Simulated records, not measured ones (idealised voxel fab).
Proc. module: voxel gate over fins
Cross-section cut: width 250 nm, square cells of 5 nm.
Cross-section = grid of square cells, listed top down in bands; band = one or more rows.
Band entry format. Leading values: height of top, height of bottom, nm. Remainder: materials in left-to-right order, each with its width in nm. Special words: "throughout" on a single material, which then fills the band edge to edge; "blank", empty space.
Height 0 is the level under which the wafer as received is all one material. The lowest band goes on downwards, as in "0 -> down".
Width "30..40": first value at the band's top row of cells, second value at its bottom row, equal change from row to row.
The designation "no change occurred", where it is given for a processing step, indicates that no cell of the cross-section was altered in the course of that step.
For the entry "Enclosed cavity list", the listed items are empty spaces with no open way to the top whose size is 8 cells or more; each item follows the pattern width x height at distance, where distance is from the left edge and all three are in nm.
Text after the settings on a step's line: the simulator's own remark on that step.
"overlay nm" denotes, for a step that has a mask, the displacement of the mask to the right of its planned place, with negative values corresponding to the left.
### Intended process steps
- 1: RECEIVE,material Si
- 2: CONFORMAL_DEP,material SiN,thk nm 10
- 3: DIRECTIONAL_DEP,material aC,thk nm 15
- 4: PATTERN,tone cover,mask id FINS,material resist,width nm 15,pitch nm 55,thk nm 35,overlay nm 0
- 5: DIRECTIONAL_ETCH,etch materials aC,depth nm 15
- 6: STRIP,etch materials resist
- 7: DIRECTIONAL_ETCH,etch materials SiN,depth nm 10
- 8: DIRECTIONAL_ETCH,etch materials Si,depth nm 30
- 9: STRIP,etch materials aC
- 10: OXIDIZE,depth nm 5
- 11: FILL_DEP,material SiO2,thk nm 10
- 12: CMP,height nm 10
- 13: DIRECTIONAL_DEP,material aC,thk nm 15
- 14: PATTERN,tone open,mask id RAIL,material resist,width nm 15,thk nm 30,overlay nm 0
- 15: DIRECTIONAL_ETCH,etch materials aC,depth nm 15
- 16: STRIP,etch materials resist
- 17: DIRECTIONAL_ETCH,etch materials SiO2,depth nm 35
- 18: STRIP,etch materials aC
- 19: CONFORMAL_DEP,material TiN,thk nm 5
- 20: FILL_DEP,material Ru,thk nm 5
- 21: CMP,height nm 10
- 22: SELECTIVE_ETCH,etch materials W Ru TiN,depth nm 30
- 23: FILL_DEP,material SiO2,thk nm 5
- 24: CMP,height nm 10
- 25: SELECTIVE_ETCH,etch materials SiO2,depth nm 20
- 26: STRIP,etch materials SiN
- 27: CONFORMAL_DEP,material HfO2,thk nm 5
- 28: CONFORMAL_DEP,material TiN,thk nm 5
- 29: FILL_DEP,material W,thk nm 15
- 30: CMP,height nm 20
- 31: CONFORMAL_DEP,material SiN,thk nm 10
### As received (post step 1): cross-section
- 0 -> down = Si throughout
- Enclosed cavity list: none
### The first of two wafers, cross-sectioned at the end of the module, with the run proceeding as planned
- 30 -> 20 = SiN throughout
- 20 -> 10 = W throughout
- 10 -> 5 = 85 of W | 25 of TiN | 30 of W | 25 of TiN | 85 of W
- 5 -> 0 = 85 of W | 5 of TiN | 15 of HfO2 | 5 of TiN | 30 of W | 5 of TiN | 15 of HfO2 | 5 of TiN | 85 of W
- 0 -> -5 = 90 of TiN | 5 of HfO2 | 5 of Si | 5 of HfO2 | 40 of TiN | 5 of HfO2 | 5 of Si | 5 of HfO2 | 90 of TiN
- -5 -> -10 = 95 of HfO2 | 5 of Si | 50 of HfO2 | 5 of Si | 95 of HfO2
- -10 -> -20 = 95 of SiO2 | 5 of Si | 50 of SiO2 | 5 of Si | 95 of SiO2
- -20 -> -25 = 95 of SiO2 | 5 of Si | 15 of SiO2 | 15 of TiN | 20 of SiO2 | 5 of Si | 95 of SiO2
- -25 -> -35 = 95 of SiO2 | 5 of Si | 50 of SiO2 | 5 of Si | 95 of SiO2
- -35 -> down = Si throughout
- Enclosed cavity list: none
### Cross-sectional image of the second wafer of the two following completion of the module. Starting state and process plan were the same as for the first wafer; one execution error occurred
- 30 -> 20 = SiN throughout
- 20 -> 5 = W throughout
- 5 -> 0 = 90 of W | 15 of TiN | 40 of W | 15 of TiN | 90 of W
- 0 -> -5 = 90 of W | 5 of TiN | 5 of Si | 5 of TiN | 40 of W | 5 of TiN | 5 of Si | 5 of TiN | 90 of W
- -5 -> -10 = 95 of TiN | 5 of Si | 50 of TiN | 5 of Si | 95 of TiN
- -10 -> -20 = 95 of SiO2 | 5 of Si | 50 of SiO2 | 5 of Si | 95 of SiO2
- -20 -> -25 = 95 of SiO2 | 5 of Si | 15 of SiO2 | 15 of TiN | 20 of SiO2 | 5 of Si | 95 of SiO2
- -25 -> -35 = 95 of SiO2 | 5 of Si | 50 of SiO2 | 5 of Si | 95 of SiO2
- -35 -> down = Si throughout
- Enclosed cavity list: none
Error vs. plan: execution of step 27 of the plan did not take place, the step having been omitted
Materials where the second wafer ends with more or fewer cells than the first: -58 HfO2, +58 W
